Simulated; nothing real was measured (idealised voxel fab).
The name of this process module is voxel wiring stack.
In the cross-section labelled cut, the width is 235 nm and each square cell is 5 nm.
Format of a cross-section: grid, square cells. Given as bands. Order: top down. Band: one or more rows of cells. What a band's entry tells you: where the top is and where the bottom is, as heights in nm, and after that what lies inside, material by material from left to right, each with its width in nm. Empty space is written as the word "blank", and a single material marked with the word "full width" occupies the band from edge to edge. Heights are reckoned from 0. Under this level, the received wafer is all of one material. The bottommost band is open-ended downward, for example "0..down". The expression "30..40" gives the width at the extremes of the band, the first number at its top row of cells and the second at its bottom row, with the width changing by equal amounts from each row to the next in between. The cross-section has no changed cell in any step marked "nothing different". Empty spaces without an open route to the top, at least 8 cells in extent, make up the entry "Enclosed void catalog"; each is given as width x height at distance, where the distance is measured from the left edge, and all are in nm. Anything after a step's settings on that line? It's the simulator's own note about the step. You can add "overlay nm" to a step's line. For a step with a mask, it describes how far the mask lay to the right of its planned position, and a negative number describes a lay to the left.
[Below is the list of planned process steps]
1) RECEIVE | material Si
2) CONFORMAL_DEP | material SiO2 | thk nm 15
3) DIRECTIONAL_DEP | material TiN | thk nm 5
4) DIRECTIONAL_DEP | material W | thk nm 15
5) PATTERN | tone cover | mask id METAL_1 | material resist | width nm 25 | pitch nm 55 | thk nm 20 | overlay nm 0
6) DIRECTIONAL_ETCH | etch materials W | depth nm 15
7) DIRECTIONAL_ETCH | etch materials TiN | depth nm 5
8) STRIP | etch materials resist
9) CONFORMAL_DEP | material SiN | thk nm 5
10) FILL_DEP | material lowk | thk nm 10
11) CMP | height nm 35
12) CONFORMAL_DEP | material SiCN | thk nm 5
13) DIRECTIONAL_DEP | material SiO2 | thk nm 20
14) DIRECTIONAL_DEP | material aC | thk nm 10
15) PATTERN | tone open | mask id PLUG_1 | material resist | width nm 15 | pitch nm 110 | thk nm 30 | overlay nm 0
16) DIRECTIONAL_ETCH | etch materials aC | depth nm 10
17) STRIP | etch materials resist
18) DIRECTIONAL_ETCH | etch materials SiO2 | depth nm 20
19) DIRECTIONAL_ETCH | etch materials SiCN | depth nm 5
20) STRIP | etch materials aC
21) CONFORMAL_DEP | material TiN | thk nm 5
22) FILL_DEP | material Ru | thk nm 5
23) CMP | height nm 60
24) DIRECTIONAL_DEP | material TiN | thk nm 5
25) DIRECTIONAL_DEP | material Ru | thk nm 25
26) PATTERN | tone cover | mask id METAL_2 | material resist | width nm 25 | pitch nm 55 | thk nm 20 | overlay nm 0
27) DIRECTIONAL_ETCH | etch materials Ru | depth nm 25
28) DIRECTIONAL_ETCH | etch materials TiN | depth nm 5
29) STRIP | etch materials resist
30) FILL_DEP | material SiO2 | thk nm 5
31) CMP | height nm 90
32) CONFORMAL_DEP | material SiCN | thk nm 5
33) DIRECTIONAL_DEP | material lowk | thk nm 25
34) MASKED_ETCH | tone open | mask id METAL_3_HOLES | width nm 15 | pitch nm 110 | etch materials lowk | depth nm 25 | overlay nm 0
35) PATTERN | tone open | mask id METAL_3 | material resist | width nm 25 | pitch nm 55 | thk nm 20 | overlay nm 0
36) DIRECTIONAL_ETCH | etch materials lowk | depth nm 15
37) DIRECTIONAL_ETCH | etch materials SiCN | depth nm 5
38) STRIP | etch materials resist
39) CONFORMAL_DEP | material TiN | thk nm 5
40) FILL_DEP | material Cu | thk nm 10
41) CMP | height nm 120
42) CONFORMAL_DEP | material SiCN | thk nm 5
43) DIRECTIONAL_DEP | material SiO2 | thk nm 15
44) PATTERN | tone open | mask id PLUG_3 | material resist | width nm 15 | pitch nm 55 | thk nm 20 | overlay nm 0
45) DIRECTIONAL_ETCH | etch materials SiO2 | depth nm 15
46) DIRECTIONAL_ETCH | etch materials SiCN | depth nm 5
47) STRIP | etch materials resist
48) EPI | material Ru | thk nm 10
49) EPI | material Ru | thk nm 10
50) CONFORMAL_DEP | material SiCN | thk nm 5
51) DIRECTIONAL_DEP | material lowk | thk nm 15
52) MASKED_ETCH | tone open | mask id METAL_4 | width nm 25 | pitch nm 55 | etch materials lowk | depth nm 15 | overlay nm 0
53) MASKED_ETCH | tone open | mask id METAL_4 | width nm 25 | pitch nm 55 | etch materials SiCN | depth nm 5 | overlay nm 0
54) CONFORMAL_DEP | material TiN | thk nm 5
55) FILL_DEP | material Cu | thk nm 10
56) CMP | height nm 160
57) EPI | material Ru | thk nm 5
58) FILL_DEP | material SiCN | thk nm 5
[So this is the incoming wafer in cross-section - it's already been through step 1]
0..down | Si full width
Enclosed void catalog: none
[Below is the wafer in cross-section after the module was completed. It began from the starting point shown above and followed the plan shown above, except that one mistake was made while running it]
180..165 | SiCN full width
165..160 | SiCN 15 nm | Ru 35 nm | SiCN 20 nm | Ru 35 nm | SiCN 20 nm | Ru 35 nm | SiCN 20 nm | Ru 35 nm | SiCN 20 nm
160..145 | lowk 20 nm | TiN 5 nm | Cu 15 nm | TiN 5 nm | lowk 30 nm | TiN 5 nm | Cu 15 nm | TiN 5 nm | lowk 30 nm | TiN 5 nm | Cu 15 nm | TiN 5 nm | lowk 30 nm | TiN 5 nm | Cu 15 nm | TiN 5 nm | lowk 25 nm
145..140 | SiCN 20 nm | TiN 25 nm | SiCN 30 nm | TiN 25 nm | SiCN 30 nm | TiN 25 nm | SiCN 30 nm | TiN 25 nm | SiCN 25 nm
140..125 | SiO2 20 nm | Ru 15 nm | SiO2 40 nm | Ru 15 nm | SiO2 40 nm | Ru 15 nm | SiO2 40 nm | Ru 15 nm | SiO2 35 nm
125..120 | SiCN 20 nm | Ru 15 nm | SiCN 40 nm | Ru 15 nm | SiCN 40 nm | Ru 15 nm | SiCN 40 nm | Ru 15 nm | SiCN 35 nm
120..110 | lowk 20 nm | TiN 5 nm | Cu 15 nm | TiN 5 nm | lowk 30 nm | TiN 5 nm | Cu 15 nm | TiN 5 nm | lowk 30 nm | TiN 5 nm | Cu 15 nm | TiN 5 nm | lowk 30 nm | TiN 5 nm | Cu 15 nm | TiN 5 nm | lowk 25 nm
110..105 | lowk 20 nm | TiN 5 nm | Cu 5 nm | TiN 15 nm | lowk 30 nm | TiN 25 nm | lowk 30 nm | TiN 5 nm | Cu 5 nm | TiN 15 nm | lowk 30 nm | TiN 25 nm | lowk 25 nm
105..95 | lowk 20 nm | TiN 5 nm | Cu 5 nm | TiN 5 nm | lowk 95 nm | TiN 5 nm | Cu 5 nm | TiN 5 nm | lowk 90 nm
95..90 | SiCN 20 nm | TiN 15 nm | SiCN 95 nm | TiN 15 nm | SiCN 90 nm
90..65 | SiO2 20 nm | Ru 25 nm | SiO2 30 nm | Ru 25 nm | SiO2 30 nm | Ru 25 nm | SiO2 30 nm | Ru 25 nm | SiO2 25 nm
65..60 | SiO2 20 nm | TiN 25 nm | SiO2 30 nm | TiN 25 nm | SiO2 30 nm | TiN 25 nm | SiO2 30 nm | TiN 25 nm | SiO2 25 nm
60..40 | SiO2 20 nm | TiN 5 nm | Ru 5 nm | TiN 5 nm | SiO2 95 nm | TiN 5 nm | Ru 5 nm | TiN 5 nm | SiO2 90 nm
40..35 | SiCN 20 nm | TiN 15 nm | SiCN 95 nm | TiN 15 nm | SiCN 90 nm
35..20 | lowk 15 nm | SiN 5 nm | W 25 nm | SiN 5 nm | lowk 20 nm | SiN 5 nm | W 25 nm | SiN 5 nm | lowk 20 nm | SiN 5 nm | W 25 nm | SiN 5 nm | lowk 20 nm | SiN 5 nm | W 25 nm | SiN 5 nm | lowk 20 nm
20..15 | SiN 20 nm | TiN 25 nm | SiN 30 nm | TiN 25 nm | SiN 30 nm | TiN 25 nm | SiN 30 nm | TiN 25 nm | SiN 25 nm
15..0 | SiO2 full width
0..down | Si full width
Enclosed void catalog: none
What was the processing mistake? off-plan run, step 58, actual operation and settings FILL_DEP | material SiCN | thk nm 15
